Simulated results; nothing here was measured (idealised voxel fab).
Proc. module: voxel capacitor over wiring
For reference, the cross-section in this document is cut, with width 180 nm and square cells of 5 nm.
Square cells in a grid make up a cross-section in this document, and the grid is given as bands, listed from the top down, each one or more rows of cells.
The entry gives the band's vertical extent as a top height and a bottom height in nm, then its horizontal make-up as materials from left to right, each with a width in nm. "blank" stands for empty space; a single material marked "full width" fills the band edge to edge.
The reference from which all heights are counted is 0, the level beneath which the as-received wafer is entirely one material; the lowest band, having no lower bound, proceeds downward and is written after the example "z 0 and below".
Read "30..40" as a graded width: first number on top, second number at the bottom, same change between each pair of neighbouring rows.
"no change occurred" for a step: no cell of the cross-section changed in that step.
The entry titled "Enclosed void listing" provides the empty spaces that have no open way to the top, restricted to those of 8 cells or more. Each is presented as width x height at distance, the distance being measured from the left edge, with all three in nm.
Past the settings on a step's line: simulator remark, on that step.
overlay nm, on a step with a mask: how far to the right of its planned place the mask lay; to the left if negative

**Process steps - plan**
step 1: RECEIVE: material Si
step 2: CONFORMAL_DEP: material SiO2, thk nm 10
step 3: CONFORMAL_DEP: material SiCN, thk nm 5
step 4: DIRECTIONAL_DEP: material lowk, thk nm 20
step 5: MASKED_ETCH: tone open, mask id METAL_1, width nm 25, pitch nm 95, etch materials lowk, depth nm 20, overlay nm 0
step 6: MASKED_ETCH: tone open, mask id METAL_1, width nm 25, pitch nm 95, etch materials SiCN, depth nm 5, overlay nm 0
step 7: CONFORMAL_DEP: material TiN, thk nm 5
step 8: FILL_DEP: material Cu, thk nm 5
step 9: CMP: height nm 35
step 10: CONFORMAL_DEP: material SiCN, thk nm 5
step 11: DIRECTIONAL_DEP: material SiO2, thk nm 20
step 12: MASKED_ETCH: tone open, mask id PLUG_1, width nm 15, etch materials SiO2, depth nm 20, overlay nm 0
step 13: MASKED_ETCH: tone open, mask id PLUG_1, width nm 15, etch materials SiCN, depth nm 5, overlay nm 0
step 14: CONFORMAL_DEP: material TiN, thk nm 5
step 15: FILL_DEP: material W, thk nm 10
step 16: CMP: height nm 60
step 17: DIRECTIONAL_DEP: material TiN, thk nm 10
step 18: DIRECTIONAL_DEP: material SiN, thk nm 5
step 19: DIRECTIONAL_DEP: material TiN, thk nm 5
step 20: DIRECTIONAL_DEP: material aC, thk nm 15
step 21: PATTERN: tone cover, mask id UPPER_PLATE, material resist, width nm 75, thk nm 30, overlay nm 0
step 22: DIRECTIONAL_ETCH: etch materials aC, depth nm 15
step 23: STRIP: etch materials resist
step 24: DIRECTIONAL_ETCH: etch materials TiN, depth nm 5
step 25: DIRECTIONAL_ETCH: etch materials SiN, depth nm 5
step 26: STRIP: etch materials aC
step 27: PATTERN: tone cover, mask id LOWER_PLATE, material resist, width nm 85, thk nm 15, overlay nm 0
step 28: DIRECTIONAL_ETCH: etch materials TiN, depth nm 10
step 29: STRIP: etch materials resist
step 30: FILL_DEP: material SiO2, thk nm 15
step 31: CMP: height nm 90
step 32: DIRECTIONAL_DEP: material aC, thk nm 15
step 33: PATTERN: tone open, mask id PLUG_2, material resist, width nm 15, thk nm 35, overlay nm 0
step 34: DIRECTIONAL_ETCH: etch materials aC, depth nm 15
step 35: STRIP: etch materials resist
step 36: DIRECTIONAL_ETCH: etch materials SiO2, depth nm 10
step 37: STRIP: etch materials aC
step 38: CONFORMAL_DEP: material TiN, thk nm 5
step 39: FILL_DEP: material W, thk nm 10
step 40: CMP: height nm 90
step 41: CONFORMAL_DEP: material SiCN, thk nm 5

**As-received wafer cross-section (after step 1)**
  z 0 and below: Si full width
  Enclosed void listing: none

**One mistake in running the module, otherwise start and plan as above: cross-section at the end**
  z 95 to 90: lowk full width
  z 90 to 85: SiO2: 50 / TiN: 5 / W: 5 / TiN: 5 / SiO2: 115
  z 85 to 75: SiO2: 50..40 / TiN: 15..75 / SiO2: 115..65
  z 75 to 70: SiO2: 40 / SiN: 75 / SiO2: 65
  z 70 to 60: SiO2: 35 / TiN: 85 / SiO2: 60
  z 60 to 40: SiO2: 40 / TiN: 5 / W: 5 / TiN: 5 / SiO2: 125
  z 40 to 35: SiCN: 40 / TiN: 15 / SiCN: 125
  z 35 to 15: lowk: 30 / TiN: 5 / Cu: 15 / TiN: 5 / lowk: 70 / TiN: 5 / Cu: 15 / TiN: 5 / lowk: 30
  z 15 to 10: SiCN: 30 / TiN: 25 / SiCN: 70 / TiN: 25 / SiCN: 30
  z 10 to 0: SiO2 full width
  z 0 and below: Si full width
  Enclosed void listing: none
Deviation noted in wafer processing: off-plan run, step 41, actual operation and settings CONFORMAL_DEP: material lowk, thk nm 5
